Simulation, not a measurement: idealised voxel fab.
You're looking at the process module voxel local oxidation.
Cross-section cut: width 185 nm, square cells of 5 nm.
Cross-section format: a grid of square cells, given as bands from top to bottom; each band is one or more rows of cells. Read a band's entry like this: the first values are the height of its top and the height of its bottom in nm, and what follows is the sequence of materials from left to right, each with its width in nm. Note that "blank" is empty space, and that a single material marked "full width" reaches across the band from edge to edge. Convention: height 0 is the level below which the wafer, as received, is all one material. The lowest band does not terminate at the bottom but continues downward, represented as "0 nm and below". Graded width ("30->40"): value in top row of band = first number; value in bottom row = second number; row-to-row change constant. It should be understood that the words "nothing changed", when stated for a given step, signify that the cross-section underwent no change in any of its cells during that step. In "Closed void register" the enclosed voids are listed, meaning empty spaces of 8 cells or larger without any opening to the top. The form is width x height at distance, distance from the left edge, units nm. Formally, on a step line, whatever follows the settings is a remark that the simulator itself makes on the step. The "overlay nm" setting may appear on a step's line; for a step that uses a mask, it gives how far to the right of its planned position the mask lay, and a negative value indicates the left.
Set out below are the planned steps of the process:
| 1 | op RECEIVE | material Si |
| 2 | op CONFORMAL_DEP | material SiO2 | thk nm 5 |
| 3 | op CONFORMAL_DEP | material SiN | thk nm 10 |
| 4 | op MASKED_ETCH | tone cover | mask id ACTIVE | width nm 90 | etch materials SiN | depth nm 10 | overlay nm 0 |
| 5 | op SELECTIVE_ETCH | etch materials SiO2 | depth nm 5 |
| 6 | op OXIDIZE | depth nm 10 |
| 7 | op STRIP | etch materials SiN |
First wafer of two (run as planned):
Cross-section, incoming material, after step 1:
	0 nm and below  Si full width
	Closed void register: none
Sectional view: wafer, after step 2:
	5 nm to 0 nm  SiO2 full width
	Unchanged below 0.
Sectional view: wafer, after step 3:
	15 nm to 5 nm  SiN full width
	Unchanged below 5.
Sectional view: wafer, after step 4:
	15 nm to 5 nm  blank: 45; SiN: 90; blank: 50
	Unchanged below 5.
Sectional view: wafer, after step 5:
	15 nm to 5 nm  blank: 45; SiN: 90; blank: 50
	5 nm to 0 nm  blank: 50; SiO2: 80; blank: 55
	Unchanged below 0.
Sectional view: wafer, after step 6:
	15 nm to 5 nm  blank: 45; SiN: 90; blank: 50
	5 nm to 0 nm  blank: 50; SiO2: 80; blank: 55
	0 nm to -10 nm  SiO2: 60; Si: 60; SiO2: 65
	Unchanged below -10.
Sectional view: wafer, after step 7:
	5 nm to 0 nm  blank: 50; SiO2: 80; blank: 55
	Unchanged below 0.
Notes, second wafer: start = first wafer's, plan = first wafer's, execution had one mistake; history identical to first through step 1:
Second wafer profile in section, at the moment step 2 of the plan was meant to be complete: nothing changed
Second wafer profile in section, at the moment step 3 of the plan was meant to be complete:
	10 nm to 0 nm  SiN full width
	Unchanged below 0.
Second wafer profile in section, at the moment step 4 of the plan was meant to be complete:
	10 nm to 0 nm  blank: 45; SiN: 90; blank: 50
	Unchanged below 0.
Second wafer profile in section, at the moment step 5 of the plan was meant to be complete: nothing changed
Second wafer profile in section, at the moment step 6 of the plan was meant to be complete:
	10 nm to 0 nm  blank: 45; SiN: 90; blank: 50
	0 nm to -10 nm  SiO2: 55; Si: 70; SiO2: 60
	Unchanged below -10.
Second wafer profile in section, at the moment step 7 of the plan was meant to be complete:
	0 nm to -10 nm  SiO2: 55; Si: 70; SiO2: 60
	Unchanged below -10.
What went wrong in running the wafer? step 2 of the plan was excluded from execution and never run
Looking at both finished wafers in cells, the second ends up ahead of or behind the first on some materials: Si: 4 more, SiO2: 20 fewer
